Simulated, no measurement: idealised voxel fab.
voxel lift off: a process module
Shown is cross-section cut, with a width of 250 nm and square cells of size 5 nm.
A cross-section is a grid of square cells, given in bands from the top down. A band is one or more rows of cells.
Per band: top height and bottom height in nm, followed by the left-to-right materials and their widths in nm; "all across" marks a single material spanning edge to edge, "air" marks empty space.
Beneath 0, the wafer as received is one material, and that level is where height counting begins. The lowest band goes on downward without a bottom; it is written like "0..down".
The two numbers in a width such as "30 to 40" mark its ends across the band: the first belongs to the top row of cells, the second to the bottom row, and from each row to the next the width moves by the same amount.
The designation "no modification", where it is given for a processing step, indicates that no cell of the cross-section was altered in the course of that step.
Entry "Fully sealed cavities" = empty spaces >= 8 cells with no open way to the top; each as width x height at distance, distance from left edge, all nm.
Post-settings text on a step line: simulator's own remark regarding the step.
"overlay nm" answers the question of how far to the right of plan the mask lay on a step that has a mask, and when it is negative the answer is to the left.
This section lists the process steps that were planned:
1: RECEIVE | material Si
2: CONFORMAL_DEP | material SiO2 | thk nm 10
3: PATTERN | tone open | mask id LINES | material resist | width nm 15 | pitch nm 40 | thk nm 25 | overlay nm 0
4: DIRECTIONAL_DEP | material Ru | thk nm 15
5: STRIP | etch materials resist
6: CONFORMAL_DEP | material SiO2 | thk nm 5
First of two wafers, processed according to plan:
As-received wafer cross-section (after step 1):
    0..down | Si all across
    Fully sealed cavities: none
Cross-section: wafer state after step 2:
    10..0 | SiO2 all across
    At heights below 0, the structure remains unaltered.
Cross-section: wafer state after step 3:
    35..10 | resist=55  air=15  resist=25  air=15  resist=25  air=15  resist=25  air=15  resist=60
    At heights below 10, the structure remains unaltered.
Cross-section: wafer state after step 4:
    50..35 | Ru=55  air=15  Ru=25  air=15  Ru=25  air=15  Ru=25  air=15  Ru=60
    35..25 | resist=55  air=15  resist=25  air=15  resist=25  air=15  resist=25  air=15  resist=60
    25..10 | resist=55  Ru=15  resist=25  Ru=15  resist=25  Ru=15  resist=25  Ru=15  resist=60
    At heights below 10, the structure remains unaltered.
Cross-section: wafer state after step 5:
    25..10 | air=55  Ru=15  air=25  Ru=15  air=25  Ru=15  air=25  Ru=15  air=60
    At heights below 10, the structure remains unaltered.
Cross-section: wafer state after step 6:
    30..25 | air=50  SiO2=25  air=15  SiO2=25  air=15  SiO2=25  air=15  SiO2=25  air=55
    25..15 | air=50  SiO2=5  Ru=15  SiO2=5  air=15  SiO2=5  Ru=15  SiO2=5  air=15  SiO2=5  Ru=15  SiO2=5  air=15  SiO2=5  Ru=15  SiO2=5  air=55
    15..10 | SiO2=55  Ru=15  SiO2=25  Ru=15  SiO2=25  Ru=15  SiO2=25  Ru=15  SiO2=60
    At heights below 10, the structure remains unaltered.
Wafer two. Same start, same plan, one slip in execution. Same as wafer one through step 2, inclusive:
Cross-section of the second wafer when, according to plan, step 3 should have finished:
    35..10 | resist=55  air=20  resist=20  air=20  resist=20  air=20  resist=20  air=20  resist=55
    At heights below 10, the structure remains unaltered.
Cross-section of the second wafer when, according to plan, step 4 should have finished:
    50..35 | Ru=55  air=20  Ru=20  air=20  Ru=20  air=20  Ru=20  air=20  Ru=55
    35..25 | resist=55  air=20  resist=20  air=20  resist=20  air=20  resist=20  air=20  resist=55
    25..10 | resist=55  Ru=20  resist=20  Ru=20  resist=20  Ru=20  resist=20  Ru=20  resist=55
    At heights below 10, the structure remains unaltered.
Cross-section of the second wafer when, according to plan, step 5 should have finished:
    25..10 | air=55  Ru=20  air=20  Ru=20  air=20  Ru=20  air=20  Ru=20  air=55
    At heights below 10, the structure remains unaltered.
Cross-section of the second wafer when, according to plan, step 6 should have finished:
    30..25 | air=50  SiO2=30  air=10  SiO2=30  air=10  SiO2=30  air=10  SiO2=30  air=50
    25..15 | air=50  SiO2=5  Ru=20  SiO2=5  air=10  SiO2=5  Ru=20  SiO2=5  air=10  SiO2=5  Ru=20  SiO2=5  air=10  SiO2=5  Ru=20  SiO2=5  air=50
    15..10 | SiO2=55  Ru=20  SiO2=20  Ru=20  SiO2=20  Ru=20  SiO2=20  Ru=20  SiO2=55
    At heights below 10, the structure remains unaltered.
Run error: step 3 did not use the planned setting and instead ran as PATTERN | tone open | mask id LINES | material resist | width nm 20 | pitch nm 40 | thk nm 25 | overlay nm 0
Wrapping up, a cell-based count of both wafers puts the second over or under the first for these materials: Ru +12
